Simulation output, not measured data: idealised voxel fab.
Presented below is a process module, voxel capacitor over wiring.
Square cells of 5 nm make up the cross-section cut, whose width is 240 nm.
Format of a cross-section: grid, square cells. Given as bands. Order: top down. Band: one or more rows of cells.
The entry gives the band's vertical extent as a top height and a bottom height in nm, then its horizontal make-up as materials from left to right, each with a width in nm. "air" stands for empty space; a single material marked "all across" fills the band edge to edge.
Beneath 0, the wafer as received is one material, and that level is where height counting begins. The lowest band goes on downward without a bottom; it is written like "0 and below".
Read "30..40" as a graded width: first number on top, second number at the bottom, same change between each pair of neighbouring rows.
It should be understood that the words "changes: none", when stated for a given step, signify that the cross-section underwent no change in any of its cells during that step.
In the "Trapped cavities" entry, you get each enclosed empty space of 8 cells or more, one with no open way to the top, written width x height at distance, distance from the left edge, in nm.
Formally, on a step line, whatever follows the settings is a remark that the simulator itself makes on the step.
For masked steps, "overlay nm" on the step line gives how far right of plan the mask actually lay; a minus sign means it lay to the left.
[Steps planned for the process]
1 RECEIVE [material Si]
2 CONFORMAL_DEP [material SiO2] [thk nm 10]
3 DIRECTIONAL_DEP [material TiN] [thk nm 5]
4 DIRECTIONAL_DEP [material W] [thk nm 15]
5 DIRECTIONAL_DEP [material aC] [thk nm 15]
6 PATTERN [tone cover] [mask id METAL_1] [material resist] [width nm 20] [pitch nm 70] [thk nm 35] [overlay nm 0]
7 DIRECTIONAL_ETCH [etch materials aC] [depth nm 15]
8 STRIP [etch materials resist]
9 DIRECTIONAL_ETCH [etch materials W] [depth nm 15]
10 DIRECTIONAL_ETCH [etch materials TiN] [depth nm 5]
11 STRIP [etch materials aC]
12 FILL_DEP [material lowk] [thk nm 5]
13 CMP [height nm 30]
14 CONFORMAL_DEP [material SiCN] [thk nm 5]
15 DIRECTIONAL_DEP [material lowk] [thk nm 10]
16 DIRECTIONAL_DEP [material aC] [thk nm 10]
17 PATTERN [tone open] [mask id PLUG_1] [material resist] [width nm 15] [thk nm 30] [overlay nm 0]
18 DIRECTIONAL_ETCH [etch materials aC] [depth nm 10]
19 STRIP [etch materials resist]
20 DIRECTIONAL_ETCH [etch materials lowk] [depth nm 10]
21 DIRECTIONAL_ETCH [etch materials SiCN] [depth nm 5]
22 STRIP [etch materials aC]
23 CONFORMAL_DEP [material TiN] [thk nm 5]
24 FILL_DEP [material W] [thk nm 10]
25 CMP [height nm 45]
26 DIRECTIONAL_DEP [material TiN] [thk nm 5]
27 DIRECTIONAL_DEP [material SiN] [thk nm 5]
28 DIRECTIONAL_DEP [material TiN] [thk nm 10]
29 DIRECTIONAL_DEP [material aC] [thk nm 15]
30 PATTERN [tone cover] [mask id UPPER_PLATE] [material resist] [width nm 45] [thk nm 35] [overlay nm 0]
31 DIRECTIONAL_ETCH [etch materials aC] [depth nm 15]
32 STRIP [etch materials resist]
33 DIRECTIONAL_ETCH [etch materials TiN] [depth nm 10]
34 DIRECTIONAL_ETCH [etch materials SiN] [depth nm 5]
35 STRIP [etch materials aC]
36 PATTERN [tone cover] [mask id LOWER_PLATE] [material resist] [width nm 65] [thk nm 15] [overlay nm 0]
37 DIRECTIONAL_ETCH [etch materials TiN] [depth nm 5]
38 STRIP [etch materials resist]
39 FILL_DEP [material SiO2] [thk nm 15]
40 CMP [height nm 75]
41 PATTERN [tone open] [mask id PLUG_2] [material resist] [width nm 15] [thk nm 20] [overlay nm 0]
42 DIRECTIONAL_ETCH [etch materials SiO2] [depth nm 10]
43 STRIP [etch materials resist]
44 CONFORMAL_DEP [material TiN] [thk nm 5]
45 FILL_DEP [material Ru] [thk nm 5]
46 CMP [height nm 75]
47 CONFORMAL_DEP [material SiCN] [thk nm 5]
For clarity, it should be stated that the wafers under discussion commence in an identical condition and differ with respect to the width nm of step 30, the plan indicating the value that the first wafer had.
[The first of several wafers, as received after step 1, seen in section]
0 and below | Si all across
Trapped cavities: none
[Rows = wafers. At module end, each row lists per material the cells gained (+) or lost (-) since the wafer was received, then the closed voids]
width nm 45 | +1 Ru | +93 SiCN | +9 SiN | +338 SiO2 | +51 TiN | +26 W | +250 lowk | Trapped cavities: none
width nm 50 | +1 Ru | +93 SiCN | +10 SiN | +335 SiO2 | +53 TiN | +26 W | +250 lowk | Trapped cavities: none
width nm 55 | +1 Ru | +93 SiCN | +11 SiN | +332 SiO2 | +55 TiN | +26 W | +250 lowk | Trapped cavities: none
width nm 60 | +1 Ru | +93 SiCN | +12 SiN | +329 SiO2 | +57 TiN | +26 W | +250 lowk | Trapped cavities: none
width nm 65 | +1 Ru | +93 SiCN | +13 SiN | +326 SiO2 | +59 TiN | +26 W | +250 lowk | Trapped cavities: none
width nm 70 | +1 Ru | +93 SiCN | +14 SiN | +323 SiO2 | +61 TiN | +26 W | +250 lowk | Trapped cavities: none
